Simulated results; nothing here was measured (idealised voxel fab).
The document below concerns the process module designated voxel released beams.
Xsec cut, 225 nm wide, square cell size 5 nm.
How to read a cross-section here: the picture is a grid of square cells, written as bands going from the top down, and any band can span one or more rows of cells.
Heads up on the band format: heights come first, top then bottom, in nm. After that it's the materials left to right, each with its width in nm. A single material flagged "edge to edge" fills the whole band edge to edge, and "empty" means there's empty space there.
We count height from 0. Below that, the starting wafer is all one material. The lowest band never ends at the bottom but goes on down; see "0 -> down" for how that is written.
A width such as "30->40" changes by the same amount from each row of cells to the next, from the band's top row to its bottom row.
The cross-section has no changed cell in any step marked "nothing altered".
Voids not open to the top, 8 cells minimum: see "Fully sealed cavities". Written width x height at distance; distance is from the left edge; nm.
after a step's settings: what the simulator itself notes on the step
The "overlay nm" setting may appear on a step's line; for a step that uses a mask, it gives how far to the right of its planned position the mask lay, and a negative value indicates the left.

# Steps in the process plan
1) op RECEIVE | material Si
2) op CONFORMAL_DEP | material Al2O3 | thk nm 5
3) op DIRECTIONAL_DEP | material SiO2 | thk nm 15
4) op DIRECTIONAL_DEP | material aC | thk nm 10
5) op PATTERN | tone open | mask id ANCHOR | material resist | width nm 30 | thk nm 25 | overlay nm 0
6) op DIRECTIONAL_ETCH | etch materials aC | depth nm 10
7) op STRIP | etch materials resist
8) op DIRECTIONAL_ETCH | etch materials SiO2 | depth nm 5
9) op STRIP | etch materials aC
10) op CONFORMAL_DEP | material W | thk nm 10
11) op DIRECTIONAL_DEP | material aC | thk nm 15
12) op PATTERN | tone cover | mask id BEAM | material resist | width nm 95 | thk nm 30 | overlay nm 0
13) op DIRECTIONAL_ETCH | etch materials aC | depth nm 15
14) op STRIP | etch materials resist
15) op DIRECTIONAL_ETCH | etch materials W | depth nm 10
16) op STRIP | etch materials aC
17) op STRIP | etch materials SiO2
For clarity, it should be stated that the wafers under discussion commence in an identical condition and differ with respect to the depth nm of step 8, the plan indicating the value that the first wafer had.

# First of several wafers, received after step 1, in cross-section
- 0 -> down: Si edge to edge
- Fully sealed cavities: none

# Wafer rows, end of module: cells per material gained (+) or lost (-) since receipt; closed voids last
depth nm 5 | +45 Al2O3 | Fully sealed cavities: none
depth nm 10 | +45 Al2O3 | Fully sealed cavities: none
depth nm 15 | +45 Al2O3 | +50 W | Fully sealed cavities: none
depth nm 20 | +45 Al2O3 | +50 W | Fully sealed cavities: none
depth nm 25 | +45 Al2O3 | +50 W | Fully sealed cavities: none
depth nm 30 | +45 Al2O3 | +50 W | Fully sealed cavities: none
